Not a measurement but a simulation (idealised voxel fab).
Herein follows the process module entitled voxel quadruple lines.
The figure presents cross-section cut, which has a width of 265 nm and is divided into square cells with an edge length of 5 nm.
Square cells in a grid make up a cross-section in this document, and the grid is given as bands, listed from the top down, each one or more rows of cells. First you get the band's top height and its bottom height, in nm, and then the materials it's made of, left to right, with each width in nm. If you see a single material with "all across", that one covers the band edge to edge. "air" is empty space. Counting heights begins at 0, where everything beneath is, in the wafer as received, one material. The lowest band has no bottom; it goes on downwards, as "0 and below" shows. Width "30->40": first value at the band's top row of cells, second value at its bottom row, equal change from row to row. Any step labelled "remained the same" changed none of the cells in the cross-section. Closed empty spaces (no open way to the top) of 8 cells or more are what "Enclosed empty spaces" lists, each as width x height at distance from the left edge, nm for all three. It should be noted that, on the line of a given step, the content following the step's settings is a remark produced by the simulator itself with respect to that step. A step line may carry the setting "overlay nm", which, for steps involving a mask, states the distance by which the mask lay to the right of its intended position; negative values denote displacement to the left.
The planned process steps are enumerated hereunder:
step 1: RECEIVE with material Si
step 2: CONFORMAL_DEP with material Al2O3, thk nm 5
step 3: DIRECTIONAL_DEP with material Ru, thk nm 15
step 4: DIRECTIONAL_DEP with material polySi, thk nm 20
step 5: DIRECTIONAL_DEP with material aC, thk nm 20
step 6: PATTERN with tone cover, mask id MANDREL, material resist, width nm 20, thk nm 25, overlay nm 0
step 7: DIRECTIONAL_ETCH with etch materials aC, depth nm 20
step 8: STRIP with etch materials resist
step 9: CONFORMAL_DEP with material SiO2, thk nm 10
step 10: DIRECTIONAL_ETCH with etch materials SiO2, depth nm 10
step 11: STRIP with etch materials aC
step 12: DIRECTIONAL_ETCH with etch materials polySi, depth nm 20
step 13: STRIP with etch materials SiO2
step 14: CONFORMAL_DEP with material SiN, thk nm 5
step 15: DIRECTIONAL_ETCH with etch materials SiN, depth nm 5
step 16: STRIP with etch materials polySi
step 17: DIRECTIONAL_ETCH with etch materials Ru, depth nm 15
step 18: STRIP with etch materials SiN
First of the two wafers, run per plan:
Delivered wafer in cross-section: state after step 1:
> 0 and below = Si all across
> Enclosed empty spaces: none
So this is the wafer cross-section right after step 2:
> 5 down to 0 = Al2O3 all across
> Note: structure below 0 unchanged.
So this is the wafer cross-section right after step 3:
> 20 down to 5 = Ru all across
> Note: structure below 5 unchanged.
So this is the wafer cross-section right after step 4:
> 40 down to 20 = polySi all across
> Note: structure below 20 unchanged.
So this is the wafer cross-section right after step 5:
> 60 down to 40 = aC all across
> Note: structure below 40 unchanged.
So this is the wafer cross-section right after step 6:
> 85 down to 60 = 120 nm air  20 nm resist  125 nm air
> Note: structure below 60 unchanged.
So this is the wafer cross-section right after step 7:
> 65 down to 60 = 120 nm air  20 nm resist  125 nm air
> 60 down to 40 = 120 nm air  20 nm aC  125 nm air
> Note: structure below 40 unchanged.
So this is the wafer cross-section right after step 8:
> 60 down to 40 = 120 nm air  20 nm aC  125 nm air
> Note: structure below 40 unchanged.
So this is the wafer cross-section right after step 9:
> 70 down to 60 = 110 nm air  40 nm SiO2  115 nm air
> 60 down to 50 = 110 nm air  10 nm SiO2  20 nm aC  10 nm SiO2  115 nm air
> 50 down to 40 = 120 nm SiO2  20 nm aC  125 nm SiO2
> Note: structure below 40 unchanged.
So this is the wafer cross-section right after step 10:
> 60 down to 40 = 110 nm air  10 nm SiO2  20 nm aC  10 nm SiO2  115 nm air
> Note: structure below 40 unchanged.
So this is the wafer cross-section right after step 11:
> 60 down to 40 = 110 nm air  10 nm SiO2  20 nm air  10 nm SiO2  115 nm air
> Note: structure below 40 unchanged.
So this is the wafer cross-section right after step 12:
> 60 down to 40 = 110 nm air  10 nm SiO2  20 nm air  10 nm SiO2  115 nm air
> 40 down to 20 = 110 nm air  10 nm polySi  20 nm air  10 nm polySi  115 nm air
> Note: structure below 20 unchanged.
So this is the wafer cross-section right after step 13:
> 40 down to 20 = 110 nm air  10 nm polySi  20 nm air  10 nm polySi  115 nm air
> Note: structure below 20 unchanged.
So this is the wafer cross-section right after step 14:
> 45 down to 40 = 105 nm air  20 nm SiN  10 nm air  20 nm SiN  110 nm air
> 40 down to 25 = 105 nm air  5 nm SiN  10 nm polySi  5 nm SiN  10 nm air  5 nm SiN  10 nm polySi  5 nm SiN  110 nm air
> 25 down to 20 = 110 nm SiN  10 nm polySi  20 nm SiN  10 nm polySi  115 nm SiN
> Note: structure below 20 unchanged.
So this is the wafer cross-section right after step 15:
> 40 down to 20 = 105 nm air  5 nm SiN  10 nm polySi  5 nm SiN  10 nm air  5 nm SiN  10 nm polySi  5 nm SiN  110 nm air
> Note: structure below 20 unchanged.
So this is the wafer cross-section right after step 16:
> 40 down to 20 = 105 nm air  5 nm SiN  10 nm air  5 nm SiN  10 nm air  5 nm SiN  10 nm air  5 nm SiN  110 nm air
> Note: structure below 20 unchanged.
So this is the wafer cross-section right after step 17:
> 40 down to 20 = 105 nm air  5 nm SiN  10 nm air  5 nm SiN  10 nm air  5 nm SiN  10 nm air  5 nm SiN  110 nm air
> 20 down to 5 = 105 nm air  5 nm Ru  10 nm air  5 nm Ru  10 nm air  5 nm Ru  10 nm air  5 nm Ru  110 nm air
> Note: structure below 5 unchanged.
So this is the wafer cross-section right after step 18:
> 20 down to 5 = 105 nm air  5 nm Ru  10 nm air  5 nm Ru  10 nm air  5 nm Ru  10 nm air  5 nm Ru  110 nm air
> Note: structure below 5 unchanged.
Wafer two: like wafer one in start and plan, but with one mistake in execution; identical up to and including step 5:
Here is the second wafer in cross-section at the point where step 6 of the plan should have been done:
> 85 down to 60 = 115 nm air  20 nm resist  130 nm air
> Note: structure below 60 unchanged.
Here is the second wafer in cross-section at the point where step 7 of the plan should have been done:
> 65 down to 60 = 115 nm air  20 nm resist  130 nm air
> 60 down to 40 = 115 nm air  20 nm aC  130 nm air
> Note: structure below 40 unchanged.
Here is the second wafer in cross-section at the point where step 8 of the plan should have been done:
> 60 down to 40 = 115 nm air  20 nm aC  130 nm air
> Note: structure below 40 unchanged.
Here is the second wafer in cross-section at the point where step 9 of the plan should have been done:
> 70 down to 60 = 105 nm air  40 nm SiO2  120 nm air
> 60 down to 50 = 105 nm air  10 nm SiO2  20 nm aC  10 nm SiO2  120 nm air
> 50 down to 40 = 115 nm SiO2  20 nm aC  130 nm SiO2
> Note: structure below 40 unchanged.
Here is the second wafer in cross-section at the point where step 10 of the plan should have been done:
> 60 down to 40 = 105 nm air  10 nm SiO2  20 nm aC  10 nm SiO2  120 nm air
> Note: structure below 40 unchanged.
Here is the second wafer in cross-section at the point where step 11 of the plan should have been done:
> 60 down to 40 = 105 nm air  10 nm SiO2  20 nm air  10 nm SiO2  120 nm air
> Note: structure below 40 unchanged.
Here is the second wafer in cross-section at the point where step 12 of the plan should have been done:
> 60 down to 40 = 105 nm air  10 nm SiO2  20 nm air  10 nm SiO2  120 nm air
> 40 down to 20 = 105 nm air  10 nm polySi  20 nm air  10 nm polySi  120 nm air
> Note: structure below 20 unchanged.
Here is the second wafer in cross-section at the point where step 13 of the plan should have been done:
> 40 down to 20 = 105 nm air  10 nm polySi  20 nm air  10 nm polySi  120 nm air
> Note: structure below 20 unchanged.
Here is the second wafer in cross-section at the point where step 14 of the plan should have been done:
> 45 down to 40 = 100 nm air  20 nm SiN  10 nm air  20 nm SiN  115 nm air
> 40 down to 25 = 100 nm air  5 nm SiN  10 nm polySi  5 nm SiN  10 nm air  5 nm SiN  10 nm polySi  5 nm SiN  115 nm air
> 25 down to 20 = 105 nm SiN  10 nm polySi  20 nm SiN  10 nm polySi  120 nm SiN
> Note: structure below 20 unchanged.
Here is the second wafer in cross-section at the point where step 15 of the plan should have been done:
> 40 down to 20 = 100 nm air  5 nm SiN  10 nm polySi  5 nm SiN  10 nm air  5 nm SiN  10 nm polySi  5 nm SiN  115 nm air
> Note: structure below 20 unchanged.
Here is the second wafer in cross-section at the point where step 16 of the plan should have been done:
> 40 down to 20 = 100 nm air  5 nm SiN  10 nm air  5 nm SiN  10 nm air  5 nm SiN  10 nm air  5 nm SiN  115 nm air
> Note: structure below 20 unchanged.
Here is the second wafer in cross-section at the point where step 17 of the plan should have been done:
> 40 down to 20 = 100 nm air  5 nm SiN  10 nm air  5 nm SiN  10 nm air  5 nm SiN  10 nm air  5 nm SiN  115 nm air
> 20 down to 5 = 100 nm air  5 nm Ru  10 nm air  5 nm Ru  10 nm air  5 nm Ru  10 nm air  5 nm Ru  115 nm air
> Note: structure below 5 unchanged.
Here is the second wafer in cross-section at the point where step 18 of the plan should have been done:
> 20 down to 5 = 100 nm air  5 nm Ru  10 nm air  5 nm Ru  10 nm air  5 nm Ru  10 nm air  5 nm Ru  115 nm air
> Note: structure below 5 unchanged.
Deviation from plan: step 6 was processed under conditions differing from the plan, specifically as PATTERN with tone cover, mask id MANDREL, material resist, width nm 20, thk nm 25, overlay nm -5
Heads up: at the end the two wafers have identical cell counts per material, they're just laid out differently.
